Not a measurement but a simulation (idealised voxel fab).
Process module name: voxel self aligned contacts
We display cut, a cross-section 190 nm in width whose square cells are each 5 nm.
We lay out every cross-section as a grid of square cells and spell it out in bands from the top down, where one band means one or more rows of cells. Top, bottom (nm), then materials left to right with widths (nm); lone material tagged "throughout" fills the whole band edge to edge; "air" = empty space. Heads up on the height convention: 0 is the point under which the incoming wafer is all one material, and the lowest band has no bottom, it just keeps going down, like "0 -> down". The notation "30 to 40" denotes a width that varies across the rows of cells in the band, beginning at the first number in the top row, finishing at the second number in the bottom row, and changing by an identical amount from each row to the next. Where the words "no change" appear for a step, the cross-section shows no cell changed by that step; every cell remained as before. This entry, "Internal closed voids", enumerates those empty regions of no fewer than 8 cells that possess no open connection to the top. Each region is reported in the form width x height at distance, the distance being taken from the left edge, with all three quantities expressed in nm. Text after the settings on a step's line: the simulator's own remark on that step. Among the settings permitted on a step's line is "overlay nm"; applied to a step with a mask, it specifies the extent to which the mask lay to the right of its planned position, whereas a negative figure signifies a position to the left.

### These are the steps we planned for the process
1: op RECEIVE | material Si
2: op OXIDIZE | depth nm 5
3: op DIRECTIONAL_DEP | material polySi | thk nm 25
4: op DIRECTIONAL_DEP | material SiN | thk nm 25
5: op PATTERN | tone cover | mask id GATE | material resist | width nm 25 | pitch nm 60 | thk nm 20 | overlay nm 0
6: op DIRECTIONAL_ETCH | etch materials SiN | depth nm 25
7: op DIRECTIONAL_ETCH | etch materials polySi | depth nm 25
8: op STRIP | etch materials resist
9: op CONFORMAL_DEP | material SiN | thk nm 10
10: op DIRECTIONAL_ETCH | etch materials SiN | depth nm 10
11: op FILL_DEP | material SiO2 | thk nm 20
12: op CMP | height nm 60
13: op DIRECTIONAL_DEP | material aC | thk nm 10
14: op PATTERN | tone open | mask id CONTACT | material resist | width nm 35 | thk nm 25 | overlay nm 0
15: op DIRECTIONAL_ETCH | etch materials aC | depth nm 10
16: op STRIP | etch materials resist
17: op DIRECTIONAL_ETCH | etch materials SiO2 | depth nm 65
18: op STRIP | etch materials aC
19: op CONFORMAL_DEP | material TiN | thk nm 5
20: op FILL_DEP | material Ru | thk nm 10
21: op CMP | height nm 60
22: op CONFORMAL_DEP | material SiCN | thk nm 5
The plan's step 14 width nm is the first wafer's value; the wafers differ in this setting and start identical.

### The first of several wafers as received, shown in cross-section; this is its state after step 1
> 0 -> down: Si throughout
> Internal closed voids: none

### Below is a per-wafer table. In it, each row describes the wafer at the end of the module by giving, for each material, the number of cells gained (+) or lost (-) since the wafer was received, and after that the closed voids of the wafer
width nm 35, +16 Ru, -38 Si, +38 SiCN, +130 SiN, +267 SiO2, +31 TiN, +50 polySi, Internal closed voids: none
width nm 40, +17 Ru, -38 Si, +38 SiCN, +130 SiN, +265 SiO2, +32 TiN, +50 polySi, Internal closed voids: none
width nm 45, +18 Ru, -38 Si, +38 SiCN, +130 SiN, +263 SiO2, +33 TiN, +50 polySi, Internal closed voids: none
width nm 50, +19 Ru, -38 Si, +38 SiCN, +130 SiN, +261 SiO2, +34 TiN, +50 polySi, Internal closed voids: none
width nm 55, +20 Ru, -38 Si, +38 SiCN, +130 SiN, +259 SiO2, +35 TiN, +50 polySi, Internal closed voids: none
width nm 60, +21 Ru, -38 Si, +38 SiCN, +130 SiN, +257 SiO2, +36 TiN, +50 polySi, Internal closed voids: none
